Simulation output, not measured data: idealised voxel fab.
You're looking at the process module voxel wiring stack.
Square cell edge 5 nm, section width 240 nm, ID cut.
When this document writes out a cross-section, it uses a grid of square cells and lists it as bands, beginning at the top and moving down, with a band standing for one or more rows of cells.
Band entry format. Leading values: height of top, height of bottom, nm. Remainder: materials in left-to-right order, each with its width in nm. Special words: "edge to edge" on a single material, which then fills the band edge to edge; "empty", empty space.
Below 0: as-received wafer, all one material; heights counted from there. Lowest band: no bottom, goes on down, written "0 down".
The expression "30..40" gives the width at the extremes of the band, the first number at its top row of cells and the second at its bottom row, with the width changing by equal amounts from each row to the next in between.
Step note "no modifications" = no cross-section cell changed.
What "Trapped voids" gives you is every empty space of 8 cells or more that is cut off from the top. Each appears as width x height at distance, with the distance taken from the left edge and width, height and distance all in nm.
The remark found on a step's line after its settings is issued by the simulator itself and pertains to that step.
overlay nm: where the mask lay relative to plan, measured to the right, on steps with a mask; negatives go left.
Read each pair as before and after one process step. The after cross-section shows only down to the lowest band that changed. The step between them and its settings are given below the pair. Pairs can come from different runs of this module on the same starting wafer. A pair continues from the pair above only where its "Before step" entry says so.

## Before step
  70 to 65  50 of SiN, then 5 of empty, then 75 of SiN, then 5 of empty, then 105 of SiN
  65 to 60  45 of SiCN, then 15 of SiN, then 65 of SiCN, then 15 of SiN, then 100 of SiCN
  60 to 40  SiO2 edge to edge
  40 to 15  40 of lowk, then 5 of SiCN, then 25 of W, then 5 of SiCN, then 5 of lowk, then 5 of SiCN, then 25 of W, then 5 of SiCN, then 5 of lowk, then 5 of SiCN, then 25 of W, then 5 of SiCN, then 5 of lowk, then 5 of SiCN, then 25 of W, then 5 of SiCN, then 45 of lowk
  15 to 10  45 of SiCN, then 25 of TiN, then 15 of SiCN, then 25 of TiN, then 15 of SiCN, then 25 of TiN, then 15 of SiCN, then 25 of TiN, then 50 of SiCN
  10 to 0  SiO2 edge to edge
  0 down  Si edge to edge
  Trapped voids: none

## Step Outcome
  90 to 85  50 of lowk, then 5 of empty, then 75 of lowk, then 5 of empty, then 105 of lowk
  85 to 70  lowk edge to edge
  70 to 65  50 of SiN, then 5 of lowk, then 75 of SiN, then 5 of lowk, then 105 of SiN
  Unchanged below 65.
  Trapped voids: none
The process step separating the two cross-sections depicted above is as follows: DIRECTIONAL_DEP (material lowk; thk nm 20)

Before step: per the after cross-section of the pair just above.

## Step Outcome
  105 to 100  50 of aC, then 5 of empty, then 75 of aC, then 5 of empty, then 105 of aC
  100 to 90  aC edge to edge
  90 to 85  50 of lowk, then 5 of aC, then 75 of lowk, then 5 of aC, then 105 of lowk
  Unchanged below 85.
  Trapped voids: none
The process step separating the two cross-sections depicted above is as follows: DIRECTIONAL_DEP (material aC; thk nm 15)

Before step: per the after cross-section of the pair just above.

## Step Outcome
  140 to 105  45 of resist, then 25 of empty, then 15 of resist, then 25 of empty, then 15 of resist, then 25 of empty, then 15 of resist, then 25 of empty, then 50 of resist
  Unchanged below 105.
  Trapped voids: none
The process step separating the two cross-sections depicted above is as follows: PATTERN (tone open; mask id METAL_2; material resist; width nm 25; pitch nm 40; thk nm 35; overlay nm 0)

Before step: per the after cross-section of the pair just above.

## Step Outcome
  125 to 105  45 of resist, then 25 of empty, then 15 of resist, then 25 of empty, then 15 of resist, then 25 of empty, then 15 of resist, then 25 of empty, then 50 of resist
  105 to 90  45 of aC, then 25 of empty, then 15 of aC, then 25 of empty, then 15 of aC, then 25 of empty, then 15 of aC, then 25 of empty, then 50 of aC
  90 to 85  50 of lowk, then 5 of empty, then 75 of lowk, then 5 of empty, then 105 of lowk
  Unchanged below 85.
  Trapped voids: none
The process step separating the two cross-sections depicted above is as follows: DIRECTIONAL_ETCH (etch materials aC; depth nm 15)

Before step: per the after cross-section of the pair just above.

## Step Outcome
  105 to 90  45 of aC, then 25 of empty, then 15 of aC, then 25 of empty, then 15 of aC, then 25 of empty, then 15 of aC, then 25 of empty, then 50 of aC
  Unchanged below 90.
  Trapped voids: none
The process step separating the two cross-sections depicted above is as follows: STRIP (etch materials resist)

Before step: per the after cross-section of the pair just above.

## Step Outcome
  105 to 90  45 of aC, then 25 of empty, then 15 of aC, then 25 of empty, then 15 of aC, then 25 of empty, then 15 of aC, then 25 of empty, then 50 of aC
  90 to 70  45 of lowk, then 25 of empty, then 15 of lowk, then 25 of empty, then 15 of lowk, then 25 of empty, then 15 of lowk, then 25 of empty, then 50 of lowk
  70 to 65  50 of SiN, then 5 of empty, then 75 of SiN, then 5 of empty, then 105 of SiN
  Unchanged below 65.
  Trapped voids: none
The process step separating the two cross-sections depicted above is as follows: DIRECTIONAL_ETCH (etch materials lowk; depth nm 20)

Before step: per the after cross-section of the pair just above.

## Step Outcome
  105 to 90  45 of aC, then 25 of empty, then 15 of aC, then 25 of empty, then 15 of aC, then 25 of empty, then 15 of aC, then 25 of empty, then 50 of aC
  90 to 70  45 of lowk, then 25 of empty, then 15 of lowk, then 25 of empty, then 15 of lowk, then 25 of empty, then 15 of lowk, then 25 of empty, then 50 of lowk
  70 to 65  45 of SiN, then 25 of empty, then 15 of SiN, then 25 of empty, then 15 of SiN, then 25 of empty, then 15 of SiN, then 25 of empty, then 50 of SiN
  65 to 60  45 of SiCN, then 5 of SiN, then 5 of empty, then 5 of SiN, then 65 of SiCN, then 5 of SiN, then 5 of empty, then 5 of SiN, then 100 of SiCN
  Unchanged below 60.
  Trapped voids: none
The process step separating the two cross-sections depicted above is as follows: DIRECTIONAL_ETCH (etch materials SiN; depth nm 5)

Before step: per the after cross-section of the pair just above.

## Step Outcome
  90 to 70  45 of lowk, then 25 of empty, then 15 of lowk, then 25 of empty, then 15 of lowk, then 25 of empty, then 15 of lowk, then 25 of empty, then 50 of lowk
  Unchanged below 70.
  Trapped voids: none
The process step separating the two cross-sections depicted above is as follows: STRIP (etch materials aC)

Before step: per the after cross-section of the pair just above.

## Step Outcome
  95 to 90  50 of TiN, then 15 of empty, then 25 of TiN, then 15 of empty, then 25 of TiN, then 15 of empty, then 25 of TiN, then 15 of empty, then 55 of TiN
  90 to 70  45 of lowk, then 5 of TiN, then 15 of empty, then 5 of TiN, then 15 of lowk, then 5 of TiN, then 15 of empty, then 5 of TiN, then 15 of lowk, then 5 of TiN, then 15 of empty, then 5 of TiN, then 15 of lowk, then 5 of TiN, then 15 of empty, then 5 of TiN, then 50 of lowk
  70 to 65  45 of SiN, then 25 of TiN, then 15 of SiN, then 25 of TiN, then 15 of SiN, then 25 of TiN, then 15 of SiN, then 25 of TiN, then 50 of SiN
  65 to 60  45 of SiCN, then 5 of SiN, then 5 of TiN, then 5 of SiN, then 65 of SiCN, then 5 of SiN, then 5 of TiN, then 5 of SiN, then 100 of SiCN
  Unchanged below 60.
  Trapped voids: none
The process step separating the two cross-sections depicted above is as follows: CONFORMAL_DEP (material TiN; thk nm 5)

Before step: per the after cross-section of the pair just above.

## Step Outcome
  105 to 95  Cu edge to edge
  95 to 90  50 of TiN, then 15 of Cu, then 25 of TiN, then 15 of Cu, then 25 of TiN, then 15 of Cu, then 25 of TiN, then 15 of Cu, then 55 of TiN
  90 to 70  45 of lowk, then 5 of TiN, then 15 of Cu, then 5 of TiN, then 15 of lowk, then 5 of TiN, then 15 of Cu, then 5 of TiN, then 15 of lowk, then 5 of TiN, then 15 of Cu, then 5 of TiN, then 15 of lowk, then 5 of TiN, then 15 of Cu, then 5 of TiN, then 50 of lowk
  Unchanged below 70.
  Trapped voids: none
The process step separating the two cross-sections depicted above is as follows: FILL_DEP (material Cu; thk nm 10)

Before step: per the after cross-section of the pair just above.

## Step Outcome
  90 to 70  45 of lowk, then 5 of TiN, then 15 of Cu, then 5 of TiN, then 15 of lowk, then 5 of TiN, then 15 of Cu, then 5 of TiN, then 15 of lowk, then 5 of TiN, then 15 of Cu, then 5 of TiN, then 15 of lowk, then 5 of TiN, then 15 of Cu, then 5 of TiN, then 50 of lowk
  Unchanged below 70.
  Trapped voids: none
The process step separating the two cross-sections depicted above is as follows: CMP (height nm 90)

Before step: per the after cross-section of the pair just above.

## Step Outcome
  95 to 90  40 of empty, then 35 of Ru, then 5 of empty, then 35 of Ru, then 5 of empty, then 35 of Ru, then 5 of empty, then 35 of Ru, then 45 of empty
  Unchanged below 90.
  Trapped voids: none
The process step separating the two cross-sections depicted above is as follows: EPI (material Ru; thk nm 5)

Before step: per the after cross-section of the pair just above.

## Step Outcome
  100 to 95  SiCN edge to edge
  95 to 90  40 of SiCN, then 35 of Ru, then 5 of SiCN, then 35 of Ru, then 5 of SiCN, then 35 of Ru, then 5 of SiCN, then 35 of Ru, then 45 of SiCN
  Unchanged below 90.
  Trapped voids: none
The process step separating the two cross-sections depicted above is as follows: FILL_DEP (material SiCN; thk nm 5)

## Before step
  95 to 90  40 of empty, then 35 of Ru, then 5 of empty, then 35 of Ru, then 5 of empty, then 35 of Ru, then 5 of empty, then 35 of Ru, then 45 of empty
  90 to 70  45 of lowk, then 5 of TiN, then 15 of Cu, then 5 of TiN, then 15 of lowk, then 5 of TiN, then 15 of Cu, then 5 of TiN, then 15 of lowk, then 5 of TiN, then 15 of Cu, then 5 of TiN, then 15 of lowk, then 5 of TiN, then 15 of Cu, then 5 of TiN, then 50 of lowk
  70 to 65  45 of SiN, then 25 of TiN, then 15 of SiN, then 25 of TiN, then 15 of SiN, then 25 of TiN, then 15 of SiN, then 25 of TiN, then 50 of SiN
  65 to 45  45 of SiO2, then 15 of Ru, then 65 of SiO2, then 15 of Ru, then 100 of SiO2
  45 to 40  45 of SiCN, then 15 of Ru, then 65 of SiCN, then 15 of Ru, then 100 of SiCN
  40 to 15  40 of lowk, then 5 of SiCN, then 25 of W, then 5 of SiCN, then 5 of lowk, then 5 of SiCN, then 25 of W, then 5 of SiCN, then 5 of lowk, then 5 of SiCN, then 25 of W, then 5 of SiCN, then 5 of lowk, then 5 of SiCN, then 25 of W, then 5 of SiCN, then 45 of lowk
  15 to 10  45 of SiCN, then 25 of TiN, then 15 of SiCN, then 25 of TiN, then 15 of SiCN, then 25 of TiN, then 15 of SiCN, then 25 of TiN, then 50 of SiCN
  10 to 0  SiO2 edge to edge
  0 down  Si edge to edge
  Trapped voids: none

## Step Outcome
  110 to 95  SiCN edge to edge
  95 to 90  40 of SiCN, then 35 of Ru, then 5 of SiCN, then 35 of Ru, then 5 of SiCN, then 35 of Ru, then 5 of SiCN, then 35 of Ru, then 45 of SiCN
  Unchanged below 90.
  Trapped voids: none
The process step separating the two cross-sections depicted above is as follows: FILL_DEP (material SiCN; thk nm 15)

## Before step
  105 to 90  aC edge to edge
  90 to 70  lowk edge to edge
  70 to 65  SiN edge to edge
  65 to 45  45 of SiO2, then 15 of Ru, then 65 of SiO2, then 15 of Ru, then 100 of SiO2
  45 to 40  45 of SiCN, then 15 of Ru, then 65 of SiCN, then 15 of Ru, then 100 of SiCN
  40 to 15  40 of lowk, then 5 of SiCN, then 25 of W, then 5 of SiCN, then 5 of lowk, then 5 of SiCN, then 25 of W, then 5 of SiCN, then 5 of lowk, then 5 of SiCN, then 25 of W, then 5 of SiCN, then 5 of lowk, then 5 of SiCN, then 25 of W, then 5 of SiCN, then 45 of lowk
  15 to 10  45 of SiCN, then 25 of TiN, then 15 of SiCN, then 25 of TiN, then 15 of SiCN, then 25 of TiN, then 15 of SiCN, then 25 of TiN, then 50 of SiCN
  10 to 0  SiO2 edge to edge
  0 down  Si edge to edge
  Trapped voids: none

## Step Outcome
  140 to 105  50 of resist, then 15 of empty, then 25 of resist, then 15 of empty, then 25 of resist, then 15 of empty, then 25 of resist, then 15 of empty, then 55 of resist
  Unchanged below 105.
  Trapped voids: none
The process step separating the two cross-sections depicted above is as follows: PATTERN (tone open; mask id METAL_2; material resist; width nm 15; pitch nm 40; thk nm 35; overlay nm 0)

Before step: per the after cross-section of the pair just above.

## Step Outcome
  125 to 105  50 of resist, then 15 of empty, then 25 of resist, then 15 of empty, then 25 of resist, then 15 of empty, then 25 of resist, then 15 of empty, then 55 of resist
  105 to 90  50 of aC, then 15 of empty, then 25 of aC, then 15 of empty, then 25 of aC, then 15 of empty, then 25 of aC, then 15 of empty, then 55 of aC
  Unchanged below 90.
  Trapped voids: none
The process step separating the two cross-sections depicted above is as follows: DIRECTIONAL_ETCH (etch materials aC; depth nm 15)

Before step: per the after cross-section of the pair just above.

## Step Outcome
  105 to 90  50 of aC, then 15 of empty, then 25 of aC, then 15 of empty, then 25 of aC, then 15 of empty, then 25 of aC, then 15 of empty, then 55 of aC
  Unchanged below 90.
  Trapped voids: none
The process step separating the two cross-sections depicted above is as follows: STRIP (etch materials resist)

Before step: per the after cross-section of the pair just above.

## Step Outcome
  105 to 90  50 of aC, then 15 of empty, then 25 of aC, then 15 of empty, then 25 of aC, then 15 of empty, then 25 of aC, then 15 of empty, then 55 of aC
  90 to 70  50 of lowk, then 15 of empty, then 25 of lowk, then 15 of empty, then 25 of lowk, then 15 of empty, then 25 of lowk, then 15 of empty, then 55 of lowk
  Unchanged below 70.
  Trapped voids: none
The process step separating the two cross-sections depicted above is as follows: DIRECTIONAL_ETCH (etch materials lowk; depth nm 20)

Before step: per the after cross-section of the pair just above.

## Step Outcome
  105 to 90  50 of aC, then 15 of empty, then 25 of aC, then 15 of empty, then 25 of aC, then 15 of empty, then 25 of aC, then 15 of empty, then 55 of aC
  90 to 70  50 of lowk, then 15 of empty, then 25 of lowk, then 15 of empty, then 25 of lowk, then 15 of empty, then 25 of lowk, then 15 of empty, then 55 of lowk
  70 to 65  50 of SiN, then 15 of empty, then 25 of SiN, then 15 of empty, then 25 of SiN, then 15 of empty, then 25 of SiN, then 15 of empty, then 55 of SiN
  Unchanged below 65.
  Trapped voids: none
The process step separating the two cross-sections depicted above is as follows: DIRECTIONAL_ETCH (etch materials SiN; depth nm 5)

Before step: per the after cross-section of the pair just above.

## Step Outcome
  90 to 70  50 of lowk, then 15 of empty, then 25 of lowk, then 15 of empty, then 25 of lowk, then 15 of empty, then 25 of lowk, then 15 of empty, then 55 of lowk
  Unchanged below 70.
  Trapped voids: none
The process step separating the two cross-sections depicted above is as follows: STRIP (etch materials aC)

Before step: per the after cross-section of the pair just above.

## Step Outcome
  95 to 90  55 of TiN, then 5 of empty, then 35 of TiN, then 5 of empty, then 35 of TiN, then 5 of empty, then 35 of TiN, then 5 of empty, then 60 of TiN
  90 to 70  50 of lowk, then 5 of TiN, then 5 of empty, then 5 of TiN, then 25 of lowk, then 5 of TiN, then 5 of empty, then 5 of TiN, then 25 of lowk, then 5 of TiN, then 5 of empty, then 5 of TiN, then 25 of lowk, then 5 of TiN, then 5 of empty, then 5 of TiN, then 55 of lowk
  70 to 65  50 of SiN, then 15 of TiN, then 25 of SiN, then 15 of TiN, then 25 of SiN, then 15 of TiN, then 25 of SiN, then 15 of TiN, then 55 of SiN
  Unchanged below 65.
  Trapped voids: none
The process step separating the two cross-sections depicted above is as follows: CONFORMAL_DEP (material TiN; thk nm 5)

Before step: per the after cross-section of the pair just above.

## Step Outcome
  105 to 95  Cu edge to edge
  95 to 90  55 of TiN, then 5 of Cu, then 35 of TiN, then 5 of Cu, then 35 of TiN, then 5 of Cu, then 35 of TiN, then 5 of Cu, then 60 of TiN
  90 to 70  50 of lowk, then 5 of TiN, then 5 of Cu, then 5 of TiN, then 25 of lowk, then 5 of TiN, then 5 of Cu, then 5 of TiN, then 25 of lowk, then 5 of TiN, then 5 of Cu, then 5 of TiN, then 25 of lowk, then 5 of TiN, then 5 of Cu, then 5 of TiN, then 55 of lowk
  Unchanged below 70.
  Trapped voids: none
The process step separating the two cross-sections depicted above is as follows: FILL_DEP (material Cu; thk nm 10)

Before step: per the after cross-section of the pair just above.

## Step Outcome
  90 to 70  50 of lowk, then 5 of TiN, then 5 of Cu, then 5 of TiN, then 25 of lowk, then 5 of TiN, then 5 of Cu, then 5 of TiN, then 25 of lowk, then 5 of TiN, then 5 of Cu, then 5 of TiN, then 25 of lowk, then 5 of TiN, then 5 of Cu, then 5 of TiN, then 55 of lowk
  Unchanged below 70.
  Trapped voids: none
The process step separating the two cross-sections depicted above is as follows: CMP (height nm 90)

Before step: per the after cross-section of the pair just above.

## Step Outcome
  95 to 90  45 of empty, then 25 of Ru, then 15 of empty, then 25 of Ru, then 15 of empty, then 25 of Ru, then 15 of empty, then 25 of Ru, then 50 of empty
  Unchanged below 90.
  Trapped voids: none
The process step separating the two cross-sections depicted above is as follows: EPI (material Ru; thk nm 5)

Before step: per the after cross-section of the pair just above.

## Step Outcome
  100 to 95  SiCN edge to edge
  95 to 90  45 of SiCN, then 25 of Ru, then 15 of SiCN, then 25 of Ru, then 15 of SiCN, then 25 of Ru, then 15 of SiCN, then 25 of Ru, then 50 of SiCN
  Unchanged below 90.
  Trapped voids: none
The process step separating the two cross-sections depicted above is as follows: FILL_DEP (material SiCN; thk nm 5)

## Before step
  65 to 45  SiO2 edge to edge
  45 to 40  SiCN edge to edge
  40 to 15  40 of lowk, then 5 of SiCN, then 25 of W, then 5 of SiCN, then 5 of lowk, then 5 of SiCN, then 25 of W, then 5 of SiCN, then 5 of lowk, then 5 of SiCN, then 25 of W, then 5 of SiCN, then 5 of lowk, then 5 of SiCN, then 25 of W, then 5 of SiCN, then 45 of lowk
  15 to 10  45 of SiCN, then 25 of TiN, then 15 of SiCN, then 25 of TiN, then 15 of SiCN, then 25 of TiN, then 15 of SiCN, then 25 of TiN, then 50 of SiCN
  10 to 0  SiO2 edge to edge
  0 down  Si edge to edge
  Trapped voids: none

## Step Outcome
  65 to 45  40 of SiO2, then 15 of empty, then 65 of SiO2, then 15 of empty, then 105 of SiO2
  Unchanged below 45.
  Trapped voids: none
The process step separating the two cross-sections depicted above is as follows: MASKED_ETCH (tone open; mask id PLUG_1; width nm 15; pitch nm 80; etch materials SiO2; depth nm 20; overlay nm -5)

Before step: per the after cross-section of the pair just above.

## Step Outcome
  65 to 45  40 of SiO2, then 15 of empty, then 65 of SiO2, then 15 of empty, then 105 of SiO2
  45 to 40  45 of SiCN, then 10 of empty, then 70 of SiCN, then 10 of empty, then 105 of SiCN
  Unchanged below 40.
  Trapped voids: none
The process step separating the two cross-sections depicted above is as follows: MASKED_ETCH (tone open; mask id PLUG_1; width nm 15; pitch nm 80; etch materials SiCN; depth nm 5; overlay nm 0)

Before step: per the after cross-section of the pair just above.

## Step Outcome
  65 to 50  40 of SiO2, then 15 of empty, then 65 of SiO2, then 15 of empty, then 105 of SiO2
  50 to 45  40 of SiO2, then 15 of Ru, then 65 of SiO2, then 15 of Ru, then 105 of SiO2
  45 to 40  45 of SiCN, then 10 of Ru, then 70 of SiCN, then 10 of Ru, then 105 of SiCN
  Unchanged below 40.
  Trapped voids: none
The process step separating the two cross-sections depicted above is as follows: EPI (material Ru; thk nm 10)

Before step: per the after cross-section of the pair just above.

## Step Outcome
  65 to 60  40 of SiO2, then 15 of empty, then 65 of SiO2, then 15 of empty, then 105 of SiO2
  60 to 45  40 of SiO2, then 15 of Ru, then 65 of SiO2, then 15 of Ru, then 105 of SiO2
  Unchanged below 45.
  Trapped voids: none
The process step separating the two cross-sections depicted above is as follows: EPI (material Ru; thk nm 10)

Before step: per the after cross-section of the pair just above.

## Step Outcome
  65 to 45  40 of SiO2, then 15 of Ru, then 65 of SiO2, then 15 of Ru, then 105 of SiO2
  Unchanged below 45.
  Trapped voids: none
The process step separating the two cross-sections depicted above is as follows: EPI (material Ru; thk nm 5)

Before step: per the after cross-section of the pair just above.

## Step Outcome
  70 to 65  SiN edge to edge
  Unchanged below 65.
  Trapped voids: none
The process step separating the two cross-sections depicted above is as follows: CONFORMAL_DEP (material SiN; thk nm 5)

Before step: per the after cross-section of the pair just above.

## Step Outcome
  90 to 70  lowk edge to edge
  Unchanged below 70.
  Trapped voids: none
The process step separating the two cross-sections depicted above is as follows: DIRECTIONAL_DEP (material lowk; thk nm 20)

Before step: per the after cross-section of the pair just above.

## Step Outcome
  105 to 90  aC edge to edge
  Unchanged below 90.
  Trapped voids: none
The process step separating the two cross-sections depicted above is as follows: DIRECTIONAL_DEP (material aC; thk nm 15)

Before step: per the after cross-section of the pair just above.

## Step Outcome
  140 to 105  45 of resist, then 25 of empty, then 15 of resist, then 25 of empty, then 15 of resist, then 25 of empty, then 15 of resist, then 25 of empty, then 50 of resist
  Unchanged below 105.
  Trapped voids: none
The process step separating the two cross-sections depicted above is as follows: PATTERN (tone open; mask id METAL_2; material resist; width nm 25; pitch nm 40; thk nm 35; overlay nm 0)

Before step: per the after cross-section of the pair just above.

## Step Outcome
  125 to 105  45 of resist, then 25 of empty, then 15 of resist, then 25 of empty, then 15 of resist, then 25 of empty, then 15 of resist, then 25 of empty, then 50 of resist
  105 to 90  45 of aC, then 25 of empty, then 15 of aC, then 25 of empty, then 15 of aC, then 25 of empty, then 15 of aC, then 25 of empty, then 50 of aC
  Unchanged below 90.
  Trapped voids: none
The process step separating the two cross-sections depicted above is as follows: DIRECTIONAL_ETCH (etch materials aC; depth nm 15)

Before step: per the after cross-section of the pair just above.

## Step Outcome
  105 to 90  45 of aC, then 25 of empty, then 15 of aC, then 25 of empty, then 15 of aC, then 25 of empty, then 15 of aC, then 25 of empty, then 50 of aC
  Unchanged below 90.
  Trapped voids: none
The process step separating the two cross-sections depicted above is as follows: STRIP (etch materials resist)

Before step: per the after cross-section of the pair just above.

## Step Outcome
  105 to 90  45 of aC, then 25 of empty, then 15 of aC, then 25 of empty, then 15 of aC, then 25 of empty, then 15 of aC, then 25 of empty, then 50 of aC
  90 to 70  45 of lowk, then 25 of empty, then 15 of lowk, then 25 of empty, then 15 of lowk, then 25 of empty, then 15 of lowk, then 25 of empty, then 50 of lowk
  Unchanged below 70.
  Trapped voids: none
The process step separating the two cross-sections depicted above is as follows: DIRECTIONAL_ETCH (etch materials lowk; depth nm 20)

Before step: per the after cross-section of the pair just above.

## Step Outcome
  105 to 90  45 of aC, then 25 of empty, then 15 of aC, then 25 of empty, then 15 of aC, then 25 of empty, then 15 of aC, then 25 of empty, then 50 of aC
  90 to 70  45 of lowk, then 25 of empty, then 15 of lowk, then 25 of empty, then 15 of lowk, then 25 of empty, then 15 of lowk, then 25 of empty, then 50 of lowk
  70 to 65  45 of SiN, then 25 of empty, then 15 of SiN, then 25 of empty, then 15 of SiN, then 25 of empty, then 15 of SiN, then 25 of empty, then 50 of SiN
  Unchanged below 65.
  Trapped voids: none
The process step separating the two cross-sections depicted above is as follows: DIRECTIONAL_ETCH (etch materials SiN; depth nm 5)

Before step: per the after cross-section of the pair just above.

## Step Outcome
  90 to 70  45 of lowk, then 25 of empty, then 15 of lowk, then 25 of empty, then 15 of lowk, then 25 of empty, then 15 of lowk, then 25 of empty, then 50 of lowk
  Unchanged below 70.
  Trapped voids: none
The process step separating the two cross-sections depicted above is as follows: STRIP (etch materials aC)

Before step: per the after cross-section of the pair just above.

## Step Outcome
  95 to 90  50 of TiN, then 15 of empty, then 25 of TiN, then 15 of empty, then 25 of TiN, then 15 of empty, then 25 of TiN, then 15 of empty, then 55 of TiN
  90 to 70  45 of lowk, then 5 of TiN, then 15 of empty, then 5 of TiN, then 15 of lowk, then 5 of TiN, then 15 of empty, then 5 of TiN, then 15 of lowk, then 5 of TiN, then 15 of empty, then 5 of TiN, then 15 of lowk, then 5 of TiN, then 15 of empty, then 5 of TiN, then 50 of lowk
  70 to 65  45 of SiN, then 25 of TiN, then 15 of SiN, then 25 of TiN, then 15 of SiN, then 25 of TiN, then 15 of SiN, then 25 of TiN, then 50 of SiN
  Unchanged below 65.
  Trapped voids: none
The process step separating the two cross-sections depicted above is as follows: CONFORMAL_DEP (material TiN; thk nm 5)

Before step: per the after cross-section of the pair just above.

## Step Outcome
  105 to 95  Cu edge to edge
  95 to 90  50 of TiN, then 15 of Cu, then 25 of TiN, then 15 of Cu, then 25 of TiN, then 15 of Cu, then 25 of TiN, then 15 of Cu, then 55 of TiN
  90 to 70  45 of lowk, then 5 of TiN, then 15 of Cu, then 5 of TiN, then 15 of lowk, then 5 of TiN, then 15 of Cu, then 5 of TiN, then 15 of lowk, then 5 of TiN, then 15 of Cu, then 5 of TiN, then 15 of lowk, then 5 of TiN, then 15 of Cu, then 5 of TiN, then 50 of lowk
  Unchanged below 70.
  Trapped voids: none
The process step separating the two cross-sections depicted above is as follows: FILL_DEP (material Cu; thk nm 10)

Before step: per the after cross-section of the pair just above.

## Step Outcome
  90 to 70  45 of lowk, then 5 of TiN, then 15 of Cu, then 5 of TiN, then 15 of lowk, then 5 of TiN, then 15 of Cu, then 5 of TiN, then 15 of lowk, then 5 of TiN, then 15 of Cu, then 5 of TiN, then 15 of lowk, then 5 of TiN, then 15 of Cu, then 5 of TiN, then 50 of lowk
  Unchanged below 70.
  Trapped voids: none
The process step separating the two cross-sections depicted above is as follows: CMP (height nm 90)

Before step: per the after cross-section of the pair just above.

## Step Outcome
  95 to 90  40 of empty, then 35 of Ru, then 5 of empty, then 35 of Ru, then 5 of empty, then 35 of Ru, then 5 of empty, then 35 of Ru, then 45 of empty
  Unchanged below 90.
  Trapped voids: none
The process step separating the two cross-sections depicted above is as follows: EPI (material Ru; thk nm 5)

Before step: per the after cross-section of the pair just above.

## Step Outcome
  100 to 95  SiCN edge to edge
  95 to 90  40 of SiCN, then 35 of Ru, then 5 of SiCN, then 35 of Ru, then 5 of SiCN, then 35 of Ru, then 5 of SiCN, then 35 of Ru, then 45 of SiCN
  Unchanged below 90.
  Trapped voids: none
The process step separating the two cross-sections depicted above is as follows: FILL_DEP (material SiCN; thk nm 5)

## Before step
  95 to 90  40 of empty, then 35 of Ru, then 5 of empty, then 35 of Ru, then 5 of empty, then 35 of Ru, then 5 of empty, then 35 of Ru, then 45 of empty
  90 to 70  45 of lowk, then 5 of TiN, then 15 of Cu, then 5 of TiN, then 15 of lowk, then 5 of TiN, then 15 of Cu, then 5 of TiN, then 15 of lowk, then 5 of TiN, then 15 of Cu, then 5 of TiN, then 15 of lowk, then 5 of TiN, then 15 of Cu, then 5 of TiN, then 50 of lowk
  70 to 65  45 of SiN, then 25 of TiN, then 15 of SiN, then 25 of TiN, then 15 of SiN, then 25 of TiN, then 15 of SiN, then 25 of TiN, then 50 of SiN
  65 to 45  45 of SiO2, then 15 of Ru, then 65 of SiO2, then 15 of Ru, then 100 of SiO2
  45 to 40  45 of SiCN, then 15 of Ru, then 65 of SiCN, then 15 of Ru, then 100 of SiCN
  40 to 15  40 of lowk, then 5 of SiCN, then 25 of W, then 5 of SiCN, then 5 of lowk, then 5 of SiCN, then 25 of W, then 5 of SiCN, then 5 of lowk, then 5 of SiCN, then 25 of W, then 5 of SiCN, then 5 of lowk, then 5 of SiCN, then 25 of W, then 5 of SiCN, then 45 of lowk
  15 to 10  45 of SiCN, then 25 of TiN, then 15 of SiCN, then 25 of TiN, then 15 of SiCN, then 25 of TiN, then 15 of SiCN, then 25 of TiN, then 50 of SiCN
  10 to 0  SiO2 edge to edge
  0 down  Si edge to edge
  Trapped voids: none

## Step Outcome
  100 to 95  SiO2 edge to edge
  95 to 90  40 of SiO2, then 35 of Ru, then 5 of SiO2, then 35 of Ru, then 5 of SiO2, then 35 of Ru, then 5 of SiO2, then 35 of Ru, then 45 of SiO2
  Unchanged below 90.
  Trapped voids: none
The process step separating the two cross-sections depicted above is as follows: FILL_DEP (material SiO2; thk nm 5)

## Before step
  55 to 40  aC edge to edge
  40 to 15  W edge to edge
  15 to 10  TiN edge to edge
  10 to 0  SiO2 edge to edge
  0 down  Si edge to edge
  Trapped voids: none

## Step Outcome
  85 to 55  45 of resist, then 25 of empty, then 15 of resist, then 25 of empty, then 15 of resist, then 25 of empty, then 15 of resist, then 25 of empty, then 50 of resist
  Unchanged below 55.
  Trapped voids: none
The process step separating the two cross-sections depicted above is as follows: PATTERN (tone open; mask id METAL_1; material resist; width nm 25; pitch nm 40; thk nm 30; overlay nm 0)

Before step: per the after cross-section of the pair just above.

## Step Outcome
  70 to 55  45 of resist, then 25 of empty, then 15 of resist, then 25 of empty, then 15 of resist, then 25 of empty, then 15 of resist, then 25 of empty, then 50 of resist
  55 to 40  45 of aC, then 25 of empty, then 15 of aC, then 25 of empty, then 15 of aC, then 25 of empty, then 15 of aC, then 25 of empty, then 50 of aC
  Unchanged below 40.
  Trapped voids: none
The process step separating the two cross-sections depicted above is as follows: DIRECTIONAL_ETCH (etch materials aC; depth nm 15)

Before step: per the after cross-section of the pair just above.

## Step Outcome
  55 to 40  45 of aC, then 25 of empty, then 15 of aC, then 25 of empty, then 15 of aC, then 25 of empty, then 15 of aC, then 25 of empty, then 50 of aC
  Unchanged below 40.
  Trapped voids: none
The process step separating the two cross-sections depicted above is as follows: STRIP (etch materials resist)

Before step: per the after cross-section of the pair just above.

## Step Outcome
  55 to 40  45 of aC, then 25 of empty, then 15 of aC, then 25 of empty, then 15 of aC, then 25 of empty, then 15 of aC, then 25 of empty, then 50 of aC
  40 to 15  45 of W, then 25 of empty, then 15 of W, then 25 of empty, then 15 of W, then 25 of empty, then 15 of W, then 25 of empty, then 50 of W
  Unchanged below 15.
  Trapped voids: none
The process step separating the two cross-sections depicted above is as follows: DIRECTIONAL_ETCH (etch materials W; depth nm 25)

Before step: per the after cross-section of the pair just above.

## Step Outcome
  55 to 40  45 of aC, then 25 of empty, then 15 of aC, then 25 of empty, then 15 of aC, then 25 of empty, then 15 of aC, then 25 of empty, then 50 of aC
  40 to 15  45 of W, then 25 of empty, then 15 of W, then 25 of empty, then 15 of W, then 25 of empty, then 15 of W, then 25 of empty, then 50 of W
  15 to 10  45 of TiN, then 25 of empty, then 15 of TiN, then 25 of empty, then 15 of TiN, then 25 of empty, then 15 of TiN, then 25 of empty, then 50 of TiN
  Unchanged below 10.
  Trapped voids: none
The process step separating the two cross-sections depicted above is as follows: DIRECTIONAL_ETCH (etch materials TiN; depth nm 5)

Before step: per the after cross-section of the pair just above.

## Step Outcome
  40 to 15  45 of W, then 25 of empty, then 15 of W, then 25 of empty, then 15 of W, then 25 of empty, then 15 of W, then 25 of empty, then 50 of W
  Unchanged below 15.
  Trapped voids: none
The process step separating the two cross-sections depicted above is as follows: STRIP (etch materials aC)
